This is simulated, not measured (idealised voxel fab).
process module | voxel wiring stack
cross-section cut | 220 nm wide | cells 5 nm
A cross-section is a grid of square cells, given in bands from the top down. A band is one or more rows of cells.
Each band's line starts with the height of the band's top and of its bottom, in nm. Then come its materials from left to right, each with its width in nm. One material with "throughout" fills the band from edge to edge. "air" is empty space.
Height 0 is the level under which the wafer as received is all one material. The lowest band goes on downwards, as in "0 down".
A width such as "30 to 40" changes by the same amount from each row of cells to the next, from the band's top row to its bottom row.
"no change" after a step means that no cell of the cross-section changed.
closed voids: empty space of 8 cells or more with no open way to the top, each as width x height at its distance from the left edge, in nm
after a step's settings: what the simulator itself notes on the step
overlay nm, on a step with a mask: how far to the right of its planned place the mask lay; to the left if negative
plan
1 op RECEIVE | material Si
2 op CONFORMAL_DEP | material SiO2 | thk nm 15
3 op DIRECTIONAL_DEP | material TiN | thk nm 5
4 op DIRECTIONAL_DEP | material W | thk nm 15
5 op DIRECTIONAL_DEP | material aC | thk nm 10
6 op PATTERN | tone cover | mask id METAL_1 | material resist | width nm 20 | pitch nm 50 | thk nm 25 | overlay nm 0
7 op DIRECTIONAL_ETCH | etch materials aC | depth nm 10
8 op STRIP | etch materials resist
9 op DIRECTIONAL_ETCH | etch materials W | depth nm 15
10 op DIRECTIONAL_ETCH | etch materials TiN | depth nm 5
11 op STRIP | etch materials aC
12 op CONFORMAL_DEP | material SiN | thk nm 5
13 op FILL_DEP | material SiO2 | thk nm 10
14 op CMP | height nm 35
15 op CONFORMAL_DEP | material SiCN | thk nm 5
16 op DIRECTIONAL_DEP | material lowk | thk nm 10
17 op DIRECTIONAL_DEP | material aC | thk nm 15
18 op PATTERN | tone open | mask id PLUG_1 | material resist | width nm 15 | pitch nm 50 | thk nm 30 | overlay nm 0
19 op DIRECTIONAL_ETCH | etch materials aC | depth nm 15
20 op STRIP | etch materials resist
21 op DIRECTIONAL_ETCH | etch materials lowk | depth nm 10
22 op DIRECTIONAL_ETCH | etch materials SiCN | depth nm 5
23 op STRIP | etch materials aC
24 op EPI | material Ru | thk nm 10
25 op EPI | material Ru | thk nm 5
26 op CONFORMAL_DEP | material SiCN | thk nm 5
27 op DIRECTIONAL_DEP | material SiO2 | thk nm 25
28 op MASKED_ETCH | tone open | mask id METAL_2 | width nm 20 | pitch nm 50 | etch materials SiO2 | depth nm 25 | overlay nm 0
29 op MASKED_ETCH | tone open | mask id METAL_2 | width nm 20 | pitch nm 50 | etch materials SiCN | depth nm 5 | overlay nm 0
30 op CONFORMAL_DEP | material TiN | thk nm 5
31 op FILL_DEP | material W | thk nm 10
32 op CMP | height nm 80
33 op CONFORMAL_DEP | material SiCN | thk nm 5
34 op DIRECTIONAL_DEP | material SiO2 | thk nm 10
35 op DIRECTIONAL_DEP | material aC | thk nm 15
36 op PATTERN | tone open | mask id PLUG_2 | material resist | width nm 15 | pitch nm 50 | thk nm 30 | overlay nm 0
37 op DIRECTIONAL_ETCH | etch materials aC | depth nm 15
38 op STRIP | etch materials resist
39 op DIRECTIONAL_ETCH | etch materials SiO2 | depth nm 10
40 op DIRECTIONAL_ETCH | etch materials SiCN | depth nm 5
41 op STRIP | etch materials aC
42 op EPI | material Ru | thk nm 10
43 op EPI | material Ru | thk nm 5
44 op DIRECTIONAL_DEP | material TiN | thk nm 5
45 op DIRECTIONAL_DEP | material Ru | thk nm 20
46 op MASKED_ETCH | tone cover | mask id METAL_3 | width nm 20 | pitch nm 50 | etch materials Ru | depth nm 20 | overlay nm 0
47 op MASKED_ETCH | tone cover | mask id METAL_3 | width nm 20 | pitch nm 50 | etch materials TiN | depth nm 5 | overlay nm 0
48 op CONFORMAL_DEP | material SiCN | thk nm 5
49 op FILL_DEP | material SiO2 | thk nm 10
50 op CMP | height nm 120
51 op CONFORMAL_DEP | material SiN | thk nm 5
as received, after step 1
  0 down: Si throughout
  closed voids: none
a wafer at the end: this start, this plan, one mistake
  125 to 120: SiN throughout
  120 to 110: SiO2 70 | SiCN 5 | Ru 20 | SiCN 5 | SiO2 20 | SiCN 5 | Ru 20 | SiCN 5 | SiO2 70
  110 to 105: SiO2 60 | SiCN 15 | TiN 20 | SiCN 10 | SiO2 5 | SiCN 15 | TiN 20 | SiCN 10 | SiO2 65
  105 to 100: SiO2 60 | SiCN 5 | Ru 35 | SiCN 5 | SiO2 5 | SiCN 5 | Ru 35 | SiCN 5 | SiO2 65
  100 to 95: SiCN 65 | Ru 35 | SiCN 15 | Ru 35 | SiCN 70
  95 to 85: SiO2 75 | Ru 15 | SiO2 35 | Ru 15 | SiO2 80
  85 to 80: SiCN 75 | Ru 15 | SiCN 35 | Ru 15 | SiCN 80
  80 to 55: SiO2 75 | TiN 5 | W 10 | TiN 5 | SiO2 30 | TiN 5 | W 10 | TiN 5 | SiO2 75
  55 to 50: SiCN 75 | TiN 20 | SiCN 30 | TiN 20 | SiCN 75
  50 to 40: lowk 75 | Ru 15 | lowk 35 | Ru 15 | lowk 80
  40 to 35: SiCN 75 | Ru 15 | SiCN 35 | Ru 15 | SiCN 80
  35 to 20: SiO2 70 | SiN 5 | W 20 | SiN 5 | SiO2 20 | SiN 5 | W 20 | SiN 5 | SiO2 70
  20 to 15: SiN 75 | TiN 20 | SiN 30 | TiN 20 | SiN 75
  15 to 0: SiO2 throughout
  0 down: Si throughout
  closed voids: none
what went wrong: step 42 was run twice
